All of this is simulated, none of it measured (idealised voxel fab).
Process module, titled voxel transistor to metal
Cross-section cut: width 265 nm, square cells of 5 nm.
Each cross-section below is a grid of square cells, stated as bands in top-down order, with one or more rows of cells making up each band. Band: top height; bottom height; in nm. Then, left to right: material with width in nm, for each material. "all across": a single material spanning edge to edge. "blank": empty space. Heights are reckoned from 0. Under this level, the received wafer is all of one material. The bottommost band is open-ended downward, for example "0 -> down". A two-number width, for instance "30->40", indicates that the width is equal to the first number in the top row of the band and to the second number in the bottom row, and that it changes by a constant amount per row of cells. "nothing was modified" (step): cross-section cells unchanged, all of them. The label "Closed void list" introduces a list of the empty spaces, 8 cells or larger, that have no open way up to the top; each entry in it reads width x height at distance, where the distance is taken from the left edge and all three are stated in nm. The remark found on a step's line after its settings is issued by the simulator itself and pertains to that step. Each step line may optionally specify "overlay nm", which for a step with a mask gives the rightward distance between the mask's planned place and where it lay, a negative value indicating the leftward direction. Guide to the pairs. Each holds a before and an after cross-section around one process step; the after cross-section is cut off at the lowest band that changed. Look under the pair for the step between them and its settings. Pairs can come from different runs of this module on the same starting wafer, so a pair follows on from the one above it only where its entry headed "Pre-step profile" says it does.

Pre-step profile:
	90 -> 85 | 20 of blank  30 of TiN  40 of blank  30 of TiN  25 of blank  30 of TiN  40 of blank  30 of TiN  20 of blank
	85 -> 65 | 20 of blank  5 of TiN  20 of lowk  5 of TiN  40 of blank  5 of TiN  20 of lowk  5 of TiN  25 of blank  5 of TiN  20 of lowk  5 of TiN  40 of blank  5 of TiN  20 of lowk  5 of TiN  20 of blank
	65 -> 60 | 25 of TiN  20 of SiN  50 of TiN  20 of SiN  35 of TiN  20 of SiN  50 of TiN  20 of SiN  25 of TiN
	60 -> 45 | 25 of SiO2  5 of TiN  10 of Ru  5 of TiN  50 of SiO2  5 of TiN  10 of Ru  5 of TiN  35 of SiO2  5 of TiN  10 of Ru  5 of TiN  50 of SiO2  5 of TiN  10 of Ru  5 of TiN  25 of SiO2
	45 -> 30 | 25 of SiO2  5 of TiN  10 of Ru  5 of TiN  5 of SiO2  10 of SiN  20 of SiCN  10 of SiN  5 of SiO2  5 of TiN  10 of Ru  5 of TiN  35 of SiO2  5 of TiN  10 of Ru  5 of TiN  5 of SiO2  10 of SiN  20 of SiCN  10 of SiN  5 of SiO2  5 of TiN  10 of Ru  5 of TiN  25 of SiO2
	30 -> 15 | 25 of SiO2  5 of TiN  10 of Ru  5 of TiN  5 of SiO2  10 of SiN  20 of polySi  10 of SiN  5 of SiO2  5 of TiN  10 of Ru  5 of TiN  35 of SiO2  5 of TiN  10 of Ru  5 of TiN  5 of SiO2  10 of SiN  20 of polySi  10 of SiN  5 of SiO2  5 of TiN  10 of Ru  5 of TiN  25 of SiO2
	15 -> 10 | 25 of SiO2  20 of TiN  5 of SiO2  10 of SiN  20 of polySi  10 of SiN  5 of SiO2  20 of TiN  35 of SiO2  20 of TiN  5 of SiO2  10 of SiN  20 of polySi  10 of SiN  5 of SiO2  20 of TiN  25 of SiO2
	10 -> 0 | 25 of SiO2  10 of TiN  15 of SiGe  10 of SiN  20 of polySi  10 of SiN  15 of SiGe  10 of TiN  35 of SiO2  10 of TiN  15 of SiGe  10 of SiN  20 of polySi  10 of SiN  15 of SiGe  10 of TiN  25 of SiO2
	0 -> -5 | 20 of SiO2  30 of SiGe  40 of SiO2  30 of SiGe  25 of SiO2  30 of SiGe  40 of SiO2  30 of SiGe  20 of SiO2
	-5 -> -15 | 25 of SiO2  25 of SiGe  40 of Si  25 of SiGe  35 of SiO2  25 of SiGe  40 of Si  25 of SiGe  25 of SiO2
	-15 -> -30 | 25 of SiO2  90 of Si  35 of SiO2  90 of Si  25 of SiO2
	-30 -> down | Si all across
	Closed void list: none

Post-Step Cross-Section:
	95 -> 90 | Ru all across
	90 -> 85 | 20 of Ru  30 of TiN  40 of Ru  30 of TiN  25 of Ru  30 of TiN  40 of Ru  30 of TiN  20 of Ru
	85 -> 65 | 20 of Ru  5 of TiN  20 of lowk  5 of TiN  40 of Ru  5 of TiN  20 of lowk  5 of TiN  25 of Ru  5 of TiN  20 of lowk  5 of TiN  40 of Ru  5 of TiN  20 of lowk  5 of TiN  20 of Ru
	Lower than 65, everything is as it was.
	Closed void list: none
The two cross-sections above are separated by a single process step, namely FILL_DEP (material Ru; thk nm 5)

Pre-step profile: This step starts from the configuration shown after the step in the pair immediately above.

Post-Step Cross-Section:
	85 -> 65 | 20 of Ru  5 of TiN  20 of lowk  5 of TiN  40 of Ru  5 of TiN  20 of lowk  5 of TiN  25 of Ru  5 of TiN  20 of lowk  5 of TiN  40 of Ru  5 of TiN  20 of lowk  5 of TiN  20 of Ru
	Lower than 65, everything is as it was.
	Closed void list: none
The two cross-sections above are separated by a single process step, namely CMP (height nm 85)

Pre-step profile: This step starts from the configuration shown after the step in the pair immediately above.

Post-Step Cross-Section:
	90 -> 85 | SiCN all across
	Lower than 85, everything is as it was.
	Closed void list: none
The two cross-sections above are separated by a single process step, namely CONFORMAL_DEP (material SiCN; thk nm 5)

Pre-step profile: This step starts from the configuration shown after the step in the pair immediately above.

Post-Step Cross-Section:
	115 -> 90 | lowk all across
	Lower than 90, everything is as it was.
	Closed void list: none
The two cross-sections above are separated by a single process step, namely DIRECTIONAL_DEP (material lowk; thk nm 25)

Pre-step profile: This step starts from the configuration shown after the step in the pair immediately above.

Post-Step Cross-Section:
	130 -> 115 | aC all across
	Lower than 115, everything is as it was.
	Closed void list: none
The two cross-sections above are separated by a single process step, namely DIRECTIONAL_DEP (material aC; thk nm 15)

Pre-step profile: This step starts from the configuration shown after the step in the pair immediately above.

Post-Step Cross-Section:
	165 -> 130 | 25 of resist  15 of blank  110 of resist  15 of blank  100 of resist
	Lower than 130, everything is as it was.
	Closed void list: none
The two cross-sections above are separated by a single process step, namely PATTERN (tone open; mask id METAL_2_HOLES; material resist; width nm 15; pitch nm 125; thk nm 35; overlay nm 0)

Pre-step profile: This step starts from the configuration shown after the step in the pair immediately above.

Post-Step Cross-Section:
	150 -> 130 | 25 of resist  15 of blank  110 of resist  15 of blank  100 of resist
	130 -> 115 | 25 of aC  15 of blank  110 of aC  15 of blank  100 of aC
	Lower than 115, everything is as it was.
	Closed void list: none
The two cross-sections above are separated by a single process step, namely DIRECTIONAL_ETCH (etch materials aC; depth nm 15)

Pre-step profile: This step starts from the configuration shown after the step in the pair immediately above.

Post-Step Cross-Section:
	130 -> 115 | 25 of aC  15 of blank  110 of aC  15 of blank  100 of aC
	Lower than 115, everything is as it was.
	Closed void list: none
The two cross-sections above are separated by a single process step, namely STRIP (etch materials resist)

Pre-step profile: This step starts from the configuration shown after the step in the pair immediately above.

Post-Step Cross-Section:
	130 -> 115 | 25 of aC  15 of blank  110 of aC  15 of blank  100 of aC
	115 -> 90 | 25 of lowk  15 of blank  110 of lowk  15 of blank  100 of lowk
	Lower than 90, everything is as it was.
	Closed void list: none
The two cross-sections above are separated by a single process step, namely DIRECTIONAL_ETCH (etch materials lowk; depth nm 25)

Pre-step profile: This step starts from the configuration shown after the step in the pair immediately above.

Post-Step Cross-Section:
	115 -> 90 | 25 of lowk  15 of blank  110 of lowk  15 of blank  100 of lowk
	Lower than 90, everything is as it was.
	Closed void list: none
The two cross-sections above are separated by a single process step, namely STRIP (etch materials aC)

Pre-step profile: This step starts from the configuration shown after the step in the pair immediately above.

Post-Step Cross-Section:
	135 -> 115 | 25 of resist  20 of blank  105 of resist  20 of blank  95 of resist
	Lower than 115, everything is as it was.
	Closed void list: none
The two cross-sections above are separated by a single process step, namely PATTERN (tone open; mask id METAL_2; material resist; width nm 20; pitch nm 125; thk nm 20; overlay nm 0)

Pre-step profile: This step starts from the configuration shown after the step in the pair immediately above.

Post-Step Cross-Section:
	135 -> 115 | 25 of resist  20 of blank  105 of resist  20 of blank  95 of resist
	115 -> 100 | 25 of lowk  20 of blank  105 of lowk  20 of blank  95 of lowk
	Lower than 100, everything is as it was.
	Closed void list: none
The two cross-sections above are separated by a single process step, namely DIRECTIONAL_ETCH (etch materials lowk; depth nm 15)

Pre-step profile: This step starts from the configuration shown after the step in the pair immediately above.

Post-Step Cross-Section:
	135 -> 115 | 25 of resist  20 of blank  105 of resist  20 of blank  95 of resist
	115 -> 100 | 25 of lowk  20 of blank  105 of lowk  20 of blank  95 of lowk
	100 -> 90 | 25 of lowk  15 of blank  110 of lowk  15 of blank  100 of lowk
	90 -> 85 | 25 of SiCN  15 of blank  110 of SiCN  15 of blank  100 of SiCN
	Lower than 85, everything is as it was.
	Closed void list: none
The two cross-sections above are separated by a single process step, namely DIRECTIONAL_ETCH (etch materials SiCN; depth nm 5)

Pre-step profile: This step starts from the configuration shown after the step in the pair immediately above.

Post-Step Cross-Section:
	115 -> 100 | 25 of lowk  20 of blank  105 of lowk  20 of blank  95 of lowk
	Lower than 100, everything is as it was.
	Closed void list: none
The two cross-sections above are separated by a single process step, namely STRIP (etch materials resist)

Pre-step profile: This step starts from the configuration shown after the step in the pair immediately above.

Post-Step Cross-Section:
	120 -> 115 | 30 of TiN  10 of blank  115 of TiN  10 of blank  100 of TiN
	115 -> 105 | 25 of lowk  5 of TiN  10 of blank  5 of TiN  105 of lowk  5 of TiN  10 of blank  5 of TiN  95 of lowk
	105 -> 100 | 25 of lowk  5 of TiN  5 of blank  10 of TiN  105 of lowk  5 of TiN  5 of blank  10 of TiN  95 of lowk
	100 -> 90 | 25 of lowk  5 of TiN  5 of blank  5 of TiN  110 of lowk  5 of TiN  5 of blank  5 of TiN  100 of lowk
	90 -> 85 | 25 of SiCN  15 of TiN  110 of SiCN  15 of TiN  100 of SiCN
	Lower than 85, everything is as it was.
	Closed void list: none
The two cross-sections above are separated by a single process step, namely CONFORMAL_DEP (material TiN; thk nm 5)

Pre-step profile: This step starts from the configuration shown after the step in the pair immediately above.

Post-Step Cross-Section:
	130 -> 120 | Ru all across
	120 -> 115 | 30 of TiN  10 of Ru  115 of TiN  10 of Ru  100 of TiN
	115 -> 105 | 25 of lowk  5 of TiN  10 of Ru  5 of TiN  105 of lowk  5 of TiN  10 of Ru  5 of TiN  95 of lowk
	105 -> 100 | 25 of lowk  5 of TiN  5 of Ru  10 of TiN  105 of lowk  5 of TiN  5 of Ru  10 of TiN  95 of lowk
	100 -> 90 | 25 of lowk  5 of TiN  5 of Ru  5 of TiN  110 of lowk  5 of TiN  5 of Ru  5 of TiN  100 of lowk
	Lower than 90, everything is as it was.
	Closed void list: none
The two cross-sections above are separated by a single process step, namely FILL_DEP (material Ru; thk nm 10)

Pre-step profile: This step starts from the configuration shown after the step in the pair immediately above.

Post-Step Cross-Section:
	115 -> 105 | 25 of lowk  5 of TiN  10 of Ru  5 of TiN  105 of lowk  5 of TiN  10 of Ru  5 of TiN  95 of lowk
	Lower than 105, everything is as it was.
	Closed void list: none
The two cross-sections above are separated by a single process step, namely CMP (height nm 115)

Pre-step profile: This step starts from the configuration shown after the step in the pair immediately above.

Post-Step Cross-Section:
	120 -> 115 | SiN all across
	Lower than 115, everything is as it was.
	Closed void list: none
The two cross-sections above are separated by a single process step, namely CONFORMAL_DEP (material SiN; thk nm 5)
